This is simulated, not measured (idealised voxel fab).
Proc. module: voxel quadruple lines
The figure presents cross-section cut, which has a width of 220 nm and is divided into square cells with an edge length of 5 nm.
Format of a cross-section: grid, square cells. Given as bands. Order: top down. Band: one or more rows of cells. The band entry comprises the height of the band's top followed by the height of its bottom, expressed in nm, and subsequently the band's materials from left to right, each stated together with its width in nm. Where a single material is marked with the word "everywhere", that material fills the band from edge to edge. The word "blank" represents empty space. A quick word on heights: they are counted from 0, and under that level the wafer as it came to us is one material throughout. The lowest band is different from the rest in having no bottom; it simply continues downward, written as in "0 down". Read "30 to 40" as a graded width: first number on top, second number at the bottom, same change between each pair of neighbouring rows. The designation "nothing changed", where it is given for a processing step, indicates that no cell of the cross-section was altered in the course of that step. "Closed void register" contains a list of empty spaces, each no smaller than 8 cells and without an open way to the top, written in the form width x height at distance with the distance from the left edge and all three in nm. If you see something after the settings on a step's line, that's the simulator's own remark about that step. Steps that use a mask can have "overlay nm" on their line. It says how far the mask sat to the right of where it was meant to be. Negative means to the left.

-- Listed below are the process steps as planned
1,RECEIVE | material Si
2,CONFORMAL_DEP | material SiO2 | thk nm 5
3,DIRECTIONAL_DEP | material Ru | thk nm 10
4,DIRECTIONAL_DEP | material polySi | thk nm 20
5,DIRECTIONAL_DEP | material aC | thk nm 20
6,PATTERN | tone cover | mask id MANDREL | material resist | width nm 20 | pitch nm 60 | thk nm 30 | overlay nm 0
7,DIRECTIONAL_ETCH | etch materials aC | depth nm 20
8,STRIP | etch materials resist
9,CONFORMAL_DEP | material SiO2 | thk nm 10
10,DIRECTIONAL_ETCH | etch materials SiO2 | depth nm 10
11,STRIP | etch materials aC
12,DIRECTIONAL_ETCH | etch materials polySi | depth nm 20
13,STRIP | etch materials SiO2
14,CONFORMAL_DEP | material SiCN | thk nm 5
15,DIRECTIONAL_ETCH | etch materials SiCN | depth nm 5
16,STRIP | etch materials polySi
17,DIRECTIONAL_ETCH | etch materials Ru | depth nm 10
18,STRIP | etch materials SiCN
19,FILL_DEP | material lowk | thk nm 10
20,CMP | height nm 15

-- Cross-section of the wafer as it came to us, i.e., already through step 1
- 0 down: Si everywhere
- Closed void register: none

-- The first of two wafers, cross-sectioned at the end of the module, with the run proceeding as planned
- 15 to 5: lowk 55 nm, Ru 5 nm, lowk 10 nm, Ru 5 nm, lowk 10 nm, Ru 5 nm, lowk 10 nm, Ru 5 nm, lowk 10 nm, Ru 5 nm, lowk 10 nm, Ru 5 nm, lowk 10 nm, Ru 5 nm, lowk 10 nm, Ru 5 nm, lowk 55 nm
- 5 to 0: SiO2 everywhere
- 0 down: Si everywhere
- Closed void register: none

-- End of module, second wafer, cross-section. Started like the first, planned like the first, run with one mistake
- 15 to 5: lowk 65 nm, Ru 5 nm, lowk 20 nm, Ru 5 nm, lowk 30 nm, Ru 5 nm, lowk 20 nm, Ru 5 nm, lowk 65 nm
- 5 to 0: SiO2 everywhere
- 0 down: Si everywhere
- Closed void register: none
Plan not followed: planned and actual differ for step 6; actual: PATTERN | tone open | mask id MANDREL | material resist | width nm 20 | pitch nm 60 | thk nm 30 | overlay nm 0
Final wafer comparison in cells, second versus first, more or fewer per material: 8 fewer of Ru | 8 more of lowk
